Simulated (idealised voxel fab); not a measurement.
This is a process module. Its name is voxel lift off.
Cross-sectional view cut (width: 295 nm; square cell size: 5 nm).
Format of a cross-section: grid, square cells. Given as bands. Order: top down. Band: one or more rows of cells. In this notation a band is specified by the heights of its top and bottom, in that order and in nm, after which its materials appear from left to right, each paired with its width in nm. The word "throughout" attached to a single material means that material fills the band from edge to edge; the word "empty" stands for empty space. We count height from 0. Below that, the starting wafer is all one material. The lowest band never ends at the bottom but goes on down; see "0 nm and below" for how that is written. Width spec "30->40" -> top row of cells at first value, bottom row at second value, equal per-row change in between. It should be understood that the words "nothing was modified", when stated for a given step, signify that the cross-section underwent no change in any of its cells during that step. Entrapped voids: empty space of 8 cells or more with no open way to the top, each as width x height at its distance from the left edge, in nm. If you see something after the settings on a step's line, that's the simulator's own remark about that step. The optional step-line setting "overlay nm" applies to steps with a mask and quantifies how far to the right of its planned location the mask lay, a negative value indicating leftward placement.
List of planned process steps:
1: RECEIVE, material Si
2: CONFORMAL_DEP, material SiO2, thk nm 15
3: PATTERN, tone open, mask id LINES, material resist, width nm 20, pitch nm 40, thk nm 15, overlay nm 0
4: DIRECTIONAL_DEP, material Ru, thk nm 5
5: STRIP, etch materials resist
6: CONFORMAL_DEP, material SiCN, thk nm 5
Cross-section of the wafer upon arrival, representing the state reached after step 1:
0 nm and below | Si throughout
Entrapped voids: none
Below is the wafer in cross-section after the module was completed. It began from the starting point shown above and followed the plan shown above, except that one mistake was made while running it:
25 nm to 20 nm | SiCN (120); empty (10); SiCN (30); empty (10); SiCN (125)
20 nm to 15 nm | Ru (115); SiCN (20); Ru (20); SiCN (20); Ru (120)
15 nm to 0 nm | SiO2 throughout
0 nm and below | Si throughout
Entrapped voids: none
Heads up, the wafer didn't run the way we planned it: step 3 went in with a setting other than planned; the actual run was PATTERN, tone cover, mask id LINES, material resist, width nm 20, pitch nm 40, thk nm 15, overlay nm 0
